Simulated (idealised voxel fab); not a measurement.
voxel trench capacitor: a process module
For reference, the cross-section in this document is cut, with width 140 nm and square cells of 5 nm.
In what follows, cross-sections appear as grids of square cells, described through bands that run from the top down, where every band is one or more rows of cells.
The entry gives the band's vertical extent as a top height and a bottom height in nm, then its horizontal make-up as materials from left to right, each with a width in nm. "air" stands for empty space; a single material marked "full width" fills the band edge to edge.
Zero point of the height axis is 0; under it, received wafer = one material. Lowest band: continues down indefinitely, "z 0 and below".
You'd read "30..40" like this: the band's top row of cells is as wide as the first number, its bottom row is as wide as the second, and going down, every row changes width by the same amount as the row before did.
Reading "no alteration" for a step: not a cell of the cross-section changed in it.
The list in "Completely sealed voids" covers empty spaces of 8 cells or more that cannot reach the top through any open way, and it gives each as width x height at distance; the distance is from the left edge, and width, height and distance are in nm.
On each step's line, the part that comes after the settings is the simulator's own comment on the step.
The setting "overlay nm" may be written on the line of a step. When the step uses a mask, the value reports how far to the right of the planned place the mask lay, and a negative value reports that it lay to the left.

-- List of planned process steps
step 1: RECEIVE with material Si
step 2: CONFORMAL_DEP with material SiN, thk nm 10
step 3: PATTERN with tone open, mask id TRENCH, material resist, width nm 30, pitch nm 55, thk nm 20, overlay nm 0
step 4: DIRECTIONAL_ETCH with etch materials SiN, depth nm 10
step 5: DIRECTIONAL_ETCH with etch materials Si, depth nm 35
step 6: STRIP with etch materials resist
step 7: CONFORMAL_DEP with material HfO2, thk nm 5
step 8: CONFORMAL_DEP with material TiN, thk nm 5
step 9: FILL_DEP with material W, thk nm 10
step 10: CMP with height nm 10

-- Here's what the wafer looked like in cross-section when it arrived - that's after step 1
    z 0 and below: Si full width
    Completely sealed voids: none

-- Cross-section, first of two wafers, end of module, run as planned
    z 10 to 0: 25 SiN  5 HfO2  5 TiN  10 W  5 TiN  5 HfO2  25 SiN  5 HfO2  5 TiN  10 W  5 TiN  5 HfO2  30 SiN
    z 0 to -25: 25 Si  5 HfO2  5 TiN  10 W  5 TiN  5 HfO2  25 Si  5 HfO2  5 TiN  10 W  5 TiN  5 HfO2  30 Si
    z -25 to -30: 25 Si  5 HfO2  20 TiN  5 HfO2  25 Si  5 HfO2  20 TiN  5 HfO2  30 Si
    z -30 to -35: 25 Si  30 HfO2  25 Si  30 HfO2  30 Si
    z -35 and below: Si full width
    Completely sealed voids: none

-- Cross-section of the latter of the two wafers at module completion. It had an identical start and an identical plan to the former; in running it, one mistake was made
    z 10 to 0: 15 W  5 TiN  5 HfO2  30 SiN  5 HfO2  5 TiN  5 W  5 TiN  5 HfO2  30 SiN  5 HfO2  5 TiN  20 W
    z 0 to -25: 15 W  5 TiN  5 HfO2  30 Si  5 HfO2  5 TiN  5 W  5 TiN  5 HfO2  30 Si  5 HfO2  5 TiN  20 W
    z -25 to -30: 20 TiN  5 HfO2  30 Si  5 HfO2  15 TiN  5 HfO2  30 Si  5 HfO2  25 TiN
    z -30 to -35: 25 HfO2  30 Si  25 HfO2  30 Si  30 HfO2
    z -35 and below: Si full width
    Completely sealed voids: none
It is concluded that the wafer was processed incorrectly with respect to the plan, in that step 3 ran as: PATTERN with tone cover, mask id TRENCH, material resist, width nm 30, pitch nm 55, thk nm 20, overlay nm 0
Count the cells at the end and the second wafer has more or fewer of some materials than the first: HfO2 +4 | Si -28 | SiN -8 | TiN +4 | W +28
